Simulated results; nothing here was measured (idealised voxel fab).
This is a process module. Its name is voxel double patterning.
This is section cut - it's 295 nm across, gridded in 5 nm square cells.
Cross-section layout: square cells on a grid; listed as bands, top to bottom; a band spans one or more cell rows. Read a band's entry like this: the first values are the height of its top and the height of its bottom in nm, and what follows is the sequence of materials from left to right, each with its width in nm. Note that "empty" is empty space, and that a single material marked "full width" reaches across the band from edge to edge. Counting heights begins at 0, where everything beneath is, in the wafer as received, one material. The lowest band has no bottom; it goes on downwards, as "from 0 down" shows. Quick explanation for "30..40": the width changes in equal steps down the rows of cells, from the first number in the band's top row to the second number in its bottom row. "left unchanged" -> step changed no cross-section cell. The entry titled "Closed void entries" provides the empty spaces that have no open way to the top, restricted to those of 8 cells or more. Each is presented as width x height at distance, the distance being measured from the left edge, with all three in nm. That trailing text on a step's line, after the settings, is the simulator's own remark on the step. The line of a step may include "overlay nm". On a step with a mask, this value is how far to the right of its planned place the mask lay. A negative value means the mask lay to the left.
List of planned process steps:
1 RECEIVE: material Si
2 CONFORMAL_DEP: material SiN, thk nm 10
3 DIRECTIONAL_DEP: material SiO2, thk nm 20
4 DIRECTIONAL_DEP: material SiCN, thk nm 10
5 PATTERN: tone open, mask id FIRST, material resist, width nm 15, pitch nm 50, thk nm 15, overlay nm 0
6 DIRECTIONAL_ETCH: etch materials SiCN, depth nm 10
7 STRIP: etch materials resist
8 DIRECTIONAL_DEP: material aC, thk nm 15
9 PATTERN: tone open, mask id SECOND, material resist, width nm 15, thk nm 35, overlay nm 0
10 DIRECTIONAL_ETCH: etch materials aC, depth nm 15
11 STRIP: etch materials resist
12 DIRECTIONAL_ETCH: etch materials SiCN, depth nm 10
13 STRIP: etch materials aC
14 DIRECTIONAL_ETCH: etch materials SiO2, depth nm 20
15 STRIP: etch materials SiCN
First out of two wafers; run went to plan:
Shown in cross-section is the wafer as received, that is, as it stands after step 1:
- from 0 down | Si full width
- Closed void entries: none
Step 2 complete: cross-section through the wafer:
- from 10 to 0 | SiN full width
- Heights below 0 show no change.
Step 3 complete: cross-section through the wafer:
- from 30 to 10 | SiO2 full width
- Heights below 10 show no change.
Step 4 complete: cross-section through the wafer:
- from 40 to 30 | SiCN full width
- Heights below 30 show no change.
Step 5 complete: cross-section through the wafer:
- from 55 to 40 | resist: 115, empty: 15, resist: 35, empty: 15, resist: 115
- Heights below 40 show no change.
Step 6 complete: cross-section through the wafer:
- from 55 to 40 | resist: 115, empty: 15, resist: 35, empty: 15, resist: 115
- from 40 to 30 | SiCN: 115, empty: 15, SiCN: 35, empty: 15, SiCN: 115
- Heights below 30 show no change.
Step 7 complete: cross-section through the wafer:
- from 40 to 30 | SiCN: 115, empty: 15, SiCN: 35, empty: 15, SiCN: 115
- Heights below 30 show no change.
Step 8 complete: cross-section through the wafer:
- from 55 to 45 | aC: 115, empty: 15, aC: 35, empty: 15, aC: 115
- from 45 to 40 | aC full width
- from 40 to 30 | SiCN: 115, aC: 15, SiCN: 35, aC: 15, SiCN: 115
- Heights below 30 show no change.
Step 9 complete: cross-section through the wafer:
- from 90 to 55 | resist: 140, empty: 15, resist: 140
- from 55 to 45 | aC: 115, resist: 15, aC: 35, resist: 15, aC: 115
- Heights below 45 show no change.
Step 10 complete: cross-section through the wafer:
- from 75 to 55 | resist: 140, empty: 15, resist: 140
- from 55 to 45 | aC: 115, resist: 15, aC: 10, empty: 15, aC: 10, resist: 15, aC: 115
- from 45 to 40 | aC: 140, empty: 15, aC: 140
- Heights below 40 show no change.
Step 11 complete: cross-section through the wafer:
- from 55 to 45 | aC: 115, empty: 15, aC: 10, empty: 15, aC: 10, empty: 15, aC: 115
- Heights below 45 show no change.
Step 12 complete: cross-section through the wafer:
- from 55 to 45 | aC: 115, empty: 15, aC: 10, empty: 15, aC: 10, empty: 15, aC: 115
- from 45 to 40 | aC: 140, empty: 15, aC: 140
- from 40 to 30 | SiCN: 115, aC: 15, SiCN: 10, empty: 15, SiCN: 10, aC: 15, SiCN: 115
- Heights below 30 show no change.
Step 13 complete: cross-section through the wafer:
- from 40 to 30 | SiCN: 115, empty: 15, SiCN: 10, empty: 15, SiCN: 10, empty: 15, SiCN: 115
- Heights below 30 show no change.
Step 14 complete: cross-section through the wafer:
- from 40 to 30 | SiCN: 115, empty: 15, SiCN: 10, empty: 15, SiCN: 10, empty: 15, SiCN: 115
- from 30 to 10 | SiO2: 115, empty: 15, SiO2: 10, empty: 15, SiO2: 10, empty: 15, SiO2: 115
- Heights below 10 show no change.
Step 15 complete: cross-section through the wafer:
- from 30 to 10 | SiO2: 115, empty: 15, SiO2: 10, empty: 15, SiO2: 10, empty: 15, SiO2: 115
- Heights below 10 show no change.
Second wafer, same starting conditions and recipe as the first, one mistake in executing it, nothing differs from the first up to and including step 2:
Cross-section: second wafer, time at which step 3 was scheduled to end:
- from 50 to 10 | SiO2 full width
- Heights below 10 show no change.
Cross-section: second wafer, time at which step 4 was scheduled to end:
- from 60 to 50 | SiCN full width
- Heights below 50 show no change.
Cross-section: second wafer, time at which step 5 was scheduled to end:
- from 75 to 60 | resist: 115, empty: 15, resist: 35, empty: 15, resist: 115
- Heights below 60 show no change.
Cross-section: second wafer, time at which step 6 was scheduled to end:
- from 75 to 60 | resist: 115, empty: 15, resist: 35, empty: 15, resist: 115
- from 60 to 50 | SiCN: 115, empty: 15, SiCN: 35, empty: 15, SiCN: 115
- Heights below 50 show no change.
Cross-section: second wafer, time at which step 7 was scheduled to end:
- from 60 to 50 | SiCN: 115, empty: 15, SiCN: 35, empty: 15, SiCN: 115
- Heights below 50 show no change.
Cross-section: second wafer, time at which step 8 was scheduled to end:
- from 75 to 65 | aC: 115, empty: 15, aC: 35, empty: 15, aC: 115
- from 65 to 60 | aC full width
- from 60 to 50 | SiCN: 115, aC: 15, SiCN: 35, aC: 15, SiCN: 115
- Heights below 50 show no change.
Cross-section: second wafer, time at which step 9 was scheduled to end:
- from 110 to 75 | resist: 140, empty: 15, resist: 140
- from 75 to 65 | aC: 115, resist: 15, aC: 35, resist: 15, aC: 115
- Heights below 65 show no change.
Cross-section: second wafer, time at which step 10 was scheduled to end:
- from 95 to 75 | resist: 140, empty: 15, resist: 140
- from 75 to 65 | aC: 115, resist: 15, aC: 10, empty: 15, aC: 10, resist: 15, aC: 115
- from 65 to 60 | aC: 140, empty: 15, aC: 140
- Heights below 60 show no change.
Cross-section: second wafer, time at which step 11 was scheduled to end:
- from 75 to 65 | aC: 115, empty: 15, aC: 10, empty: 15, aC: 10, empty: 15, aC: 115
- Heights below 65 show no change.
Cross-section: second wafer, time at which step 12 was scheduled to end:
- from 75 to 65 | aC: 115, empty: 15, aC: 10, empty: 15, aC: 10, empty: 15, aC: 115
- from 65 to 60 | aC: 140, empty: 15, aC: 140
- from 60 to 50 | SiCN: 115, aC: 15, SiCN: 10, empty: 15, SiCN: 10, aC: 15, SiCN: 115
- Heights below 50 show no change.
Cross-section: second wafer, time at which step 13 was scheduled to end:
- from 60 to 50 | SiCN: 115, empty: 15, SiCN: 10, empty: 15, SiCN: 10, empty: 15, SiCN: 115
- Heights below 50 show no change.
Cross-section: second wafer, time at which step 14 was scheduled to end:
- from 60 to 50 | SiCN: 115, empty: 15, SiCN: 10, empty: 15, SiCN: 10, empty: 15, SiCN: 115
- from 50 to 30 | SiO2: 115, empty: 15, SiO2: 10, empty: 15, SiO2: 10, empty: 15, SiO2: 115
- Heights below 30 show no change.
Cross-section: second wafer, time at which step 15 was scheduled to end:
- from 50 to 30 | SiO2: 115, empty: 15, SiO2: 10, empty: 15, SiO2: 10, empty: 15, SiO2: 115
- Heights below 30 show no change.
Deviation noted in wafer processing: twice over, step 3 of the plan was run
Wafer comparison, final, in cells, second relative to first, materials more or fewer: SiO2: 236 more
